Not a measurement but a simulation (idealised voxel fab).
The process module presented herein is designated voxel capacitor over wiring.
Pictured: cross-section cut, 225 nm wide, on a grid of 5 nm square cells.
This document writes a cross-section as a grid whose cells are square, and gives it as bands, listed from the top down; one or more rows of cells form a band.
In this notation a band is specified by the heights of its top and bottom, in that order and in nm, after which its materials appear from left to right, each paired with its width in nm. The word "everywhere" attached to a single material means that material fills the band from edge to edge; the word "air" stands for empty space.
For the purposes of this specification, 0 denotes the height below which the wafer in its as-received condition is composed wholly of one material, and the lowermost band, lacking a lower limit, extends downward without end, as expressed in "0 nm and below".
Per-row width for "30->40": begins at first number (top row of band), ends at second number (bottom row), increment between rows held constant.
No cell of the cross-section changed in a step that is given as "nothing got changed".
Each empty space that has no open way to the top and spans at least 8 cells appears under "Closed-off voids" as width x height at distance, the distance counted from the left edge, all in nm.
Note: text after step settings on the step line = simulator remark on that step.
overlay nm: mask offset rightward from planned place, masked step; negative means leftward offset.
The remainder of this document consists of a sequence of paired cross-sections. Each pair presents the cross-section prior to one process step together with the cross-section following it, the latter being rendered only as deep as the lowest band that underwent change. The intervening step, together with its settings, is stated beneath each pair. Because the pairs may originate from different runs of this module on the same starting wafer, a given pair is to be read as continuing from the preceding pair only where its entry headed "Incoming profile" so indicates.
[Incoming profile]
* 85 nm to 65 nm: resist: 70 / air: 15 / resist: 140
* 65 nm to 50 nm: lowk everywhere
* 50 nm to 45 nm: SiCN everywhere
* 45 nm to 20 nm: W: 50 / TiN: 5 / SiO2: 30 / TiN: 5 / W: 40 / TiN: 5 / SiO2: 30 / TiN: 5 / W: 55
* 20 nm to 15 nm: TiN: 55 / SiN: 30 / TiN: 50 / SiN: 30 / TiN: 60
* 15 nm to 0 nm: SiO2 everywhere
* 0 nm and below: Si everywhere
* Closed-off voids: none
[Cut View, Post-Step]
* 85 nm to 65 nm: resist: 70 / air: 15 / resist: 140
* 65 nm to 50 nm: lowk: 70 / air: 15 / lowk: 140
* Under the height 50 nothing was changed.
* Closed-off voids: none
Going from the before section above to the after section, the step was DIRECTIONAL_ETCH, etch materials lowk, depth nm 15
Incoming profile: the pre-step structure is the one depicted after the step in the pair just above.
[Cut View, Post-Step]
* 85 nm to 65 nm: resist: 70 / air: 15 / resist: 140
* 65 nm to 50 nm: lowk: 70 / air: 15 / lowk: 140
* 50 nm to 45 nm: SiCN: 70 / air: 15 / SiCN: 140
* Under the height 45 nothing was changed.
* Closed-off voids: none
Going from the before section above to the after section, the step was DIRECTIONAL_ETCH, etch materials SiCN, depth nm 5
Incoming profile: the pre-step structure is the one depicted after the step in the pair just above.
[Cut View, Post-Step]
* 65 nm to 50 nm: lowk: 70 / air: 15 / lowk: 140
* Under the height 50 nothing was changed.
* Closed-off voids: none
Going from the before section above to the after section, the step was STRIP, etch materials resist
Incoming profile: the pre-step structure is the one depicted after the step in the pair just above.
[Cut View, Post-Step]
* 75 nm to 65 nm: TiN: 70 / air: 15 / TiN: 140
* 65 nm to 55 nm: lowk: 70 / air: 15 / lowk: 140
* 55 nm to 50 nm: lowk: 70 / TiN: 15 / lowk: 140
* 50 nm to 45 nm: SiCN: 70 / TiN: 15 / SiCN: 140
* Under the height 45 nothing was changed.
* Closed-off voids: none
Going from the before section above to the after section, the step was DIRECTIONAL_DEP, material TiN, thk nm 10
Incoming profile: the pre-step structure is the one depicted after the step in the pair just above.
[Cut View, Post-Step]
* 80 nm to 75 nm: HfO2: 70 / air: 15 / HfO2: 140
* 75 nm to 65 nm: TiN: 70 / air: 15 / TiN: 140
* 65 nm to 60 nm: lowk: 70 / air: 15 / lowk: 140
* 60 nm to 55 nm: lowk: 70 / HfO2: 15 / lowk: 140
* Under the height 55 nothing was changed.
* Closed-off voids: none
Going from the before section above to the after section, the step was DIRECTIONAL_DEP, material HfO2, thk nm 5
Incoming profile: the pre-step structure is the one depicted after the step in the pair just above.
[Cut View, Post-Step]
* 90 nm to 80 nm: TiN: 70 / air: 15 / TiN: 140
* 80 nm to 75 nm: HfO2: 70 / air: 15 / HfO2: 140
* 75 nm to 70 nm: TiN: 70 / air: 15 / TiN: 140
* 70 nm to 65 nm: TiN everywhere
* 65 nm to 60 nm: lowk: 70 / TiN: 15 / lowk: 140
* Under the height 60 nothing was changed.
* Closed-off voids: none
Going from the before section above to the after section, the step was DIRECTIONAL_DEP, material TiN, thk nm 10
Incoming profile: the pre-step structure is the one depicted after the step in the pair just above.
[Cut View, Post-Step]
* 90 nm to 80 nm: air: 85 / TiN: 40 / air: 100
* Under the height 80 nothing was changed.
* Closed-off voids: none
Going from the before section above to the after section, the step was MASKED_ETCH, tone cover, mask id UPPER_PLATE, width nm 55, etch materials TiN, depth nm 10, overlay nm 0
Incoming profile: the pre-step structure is the one depicted after the step in the pair just above.
[Cut View, Post-Step]
* 90 nm to 80 nm: air: 85 / TiN: 40 / air: 100
* 80 nm to 75 nm: air: 85 / HfO2: 40 / air: 100
* Under the height 75 nothing was changed.
* Closed-off voids: none
Going from the before section above to the after section, the step was MASKED_ETCH, tone cover, mask id UPPER_PLATE, width nm 55, etch materials HfO2, depth nm 5, overlay nm 0
Incoming profile: the pre-step structure is the one depicted after the step in the pair just above.
[Cut View, Post-Step]
* 90 nm to 80 nm: air: 85 / TiN: 40 / air: 100
* 80 nm to 75 nm: air: 85 / HfO2: 40 / air: 100
* 75 nm to 70 nm: air: 65 / TiN: 5 / air: 15 / TiN: 45 / air: 95
* 70 nm to 65 nm: air: 65 / TiN: 65 / air: 95
* Under the height 65 nothing was changed.
* Closed-off voids: none
Going from the before section above to the after section, the step was MASKED_ETCH, tone cover, mask id LOWER_PLATE, width nm 65, etch materials TiN, depth nm 10, overlay nm 0
Incoming profile: the pre-step structure is the one depicted after the step in the pair just above.
[Cut View, Post-Step]
* 110 nm to 90 nm: SiO2 everywhere
* 90 nm to 80 nm: SiO2: 85 / TiN: 40 / SiO2: 100
* 80 nm to 75 nm: SiO2: 85 / HfO2: 40 / SiO2: 100
* 75 nm to 70 nm: SiO2: 65 / TiN: 5 / SiO2: 15 / TiN: 45 / SiO2: 95
* 70 nm to 65 nm: SiO2: 65 / TiN: 65 / SiO2: 95
* Under the height 65 nothing was changed.
* Closed-off voids: none
Going from the before section above to the after section, the step was FILL_DEP, material SiO2, thk nm 20
Incoming profile: the pre-step structure is the one depicted after the step in the pair just above.
[Cut View, Post-Step]
* 105 nm to 90 nm: SiO2 everywhere
* Under the height 90 nothing was changed.
* Closed-off voids: none
Going from the before section above to the after section, the step was CMP, height nm 105
Incoming profile: the pre-step structure is the one depicted after the step in the pair just above.
[Cut View, Post-Step]
* 120 nm to 105 nm: resist: 80 / air: 15 / resist: 130
* Under the height 105 nothing was changed.
* Closed-off voids: none
Going from the before section above to the after section, the step was PATTERN, tone open, mask id PLUG_2, material resist, width nm 15, thk nm 15, overlay nm 0
Incoming profile: the pre-step structure is the one depicted after the step in the pair just above.
[Cut View, Post-Step]
* 120 nm to 105 nm: resist: 80 / air: 15 / resist: 130
* 105 nm to 90 nm: SiO2: 80 / air: 15 / SiO2: 130
* Under the height 90 nothing was changed.
* Closed-off voids: none
Going from the before section above to the after section, the step was DIRECTIONAL_ETCH, etch materials SiO2, depth nm 15
Incoming profile: the pre-step structure is the one depicted after the step in the pair just above.
[Cut View, Post-Step]
* 105 nm to 90 nm: SiO2: 80 / air: 15 / SiO2: 130
* Under the height 90 nothing was changed.
* Closed-off voids: none
Going from the before section above to the after section, the step was STRIP, etch materials resist
Incoming profile: the pre-step structure is the one depicted after the step in the pair just above.
[Cut View, Post-Step]
* 110 nm to 105 nm: TiN: 85 / air: 5 / TiN: 135
* 105 nm to 95 nm: SiO2: 80 / TiN: 5 / air: 5 / TiN: 5 / SiO2: 130
* 95 nm to 90 nm: SiO2: 80 / TiN: 15 / SiO2: 130
* Under the height 90 nothing was changed.
* Closed-off voids: none
Going from the before section above to the after section, the step was CONFORMAL_DEP, material TiN, thk nm 5
Incoming profile: the pre-step structure is the one depicted after the step in the pair just above.
[Cut View, Post-Step]
* 120 nm to 110 nm: Ru everywhere
* 110 nm to 105 nm: TiN: 85 / Ru: 5 / TiN: 135
* 105 nm to 95 nm: SiO2: 80 / TiN: 5 / Ru: 5 / TiN: 5 / SiO2: 130
* Under the height 95 nothing was changed.
* Closed-off voids: none
Going from the before section above to the after section, the step was FILL_DEP, material Ru, thk nm 10
Incoming profile: the pre-step structure is the one depicted after the step in the pair just above.
[Cut View, Post-Step]
* 105 nm to 95 nm: SiO2: 80 / TiN: 5 / Ru: 5 / TiN: 5 / SiO2: 130
* Under the height 95 nothing was changed.
* Closed-off voids: none
Going from the before section above to the after section, the step was CMP, height nm 105
Incoming profile: the pre-step structure is the one depicted after the step in the pair just above.
[Cut View, Post-Step]
* 110 nm to 105 nm: SiN everywhere
* Under the height 105 nothing was changed.
* Closed-off voids: none
Going from the before section above to the after section, the step was CONFORMAL_DEP, material SiN, thk nm 5
